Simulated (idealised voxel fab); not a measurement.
process module | voxel local oxidation
cross-section cut | 285 nm wide | cells 5 nm
A cross-section is a grid of square cells, given in bands from the top down. A band is one or more rows of cells.
Each band's line starts with the height of the band's top and of its bottom, in nm. Then come its materials from left to right, each with its width in nm. One material with "throughout" fills the band from edge to edge. "air" is empty space.
Height 0 is the level under which the wafer as received is all one material. The lowest band goes on downwards, as in "0 down".
A width such as "30 to 40" changes by the same amount from each row of cells to the next, from the band's top row to its bottom row.
"no change" after a step means that no cell of the cross-section changed.
closed voids: empty space of 8 cells or more with no open way to the top, each as width x height at its distance from the left edge, in nm
after a step's settings: what the simulator itself notes on the step
overlay nm, on a step with a mask: how far to the right of its planned place the mask lay; to the left if negative
plan
1 op RECEIVE | material Si
2 op OXIDIZE | depth nm 5
3 op CONFORMAL_DEP | material SiN | thk nm 15
4 op DIRECTIONAL_DEP | material aC | thk nm 10
5 op PATTERN | tone cover | mask id ACTIVE | material resist | width nm 105 | pitch nm 125 | thk nm 25 | overlay nm 0
6 op DIRECTIONAL_ETCH | etch materials aC | depth nm 10
7 op STRIP | etch materials resist
8 op DIRECTIONAL_ETCH | etch materials SiN | depth nm 15
9 op STRIP | etch materials aC
10 op SELECTIVE_ETCH | etch materials SiO2 | depth nm 5
11 op OXIDIZE | depth nm 15
12 op STRIP | etch materials SiN
as received, after step 1
  0 down: Si throughout
  closed voids: none
a wafer at the end: this start, this plan, one mistake
  0 to -5: air 35 | SiO2 95 | air 30 | SiO2 95 | air 30
  -5 to -20: SiO2 50 | Si 65 | SiO2 60 | Si 65 | SiO2 45
  -20 down: Si throughout
  closed voids: none
what went wrong: step 5 ran as: op PATTERN | tone cover | mask id ACTIVE | material resist | width nm 105 | pitch nm 125 | thk nm 25 | overlay nm 5
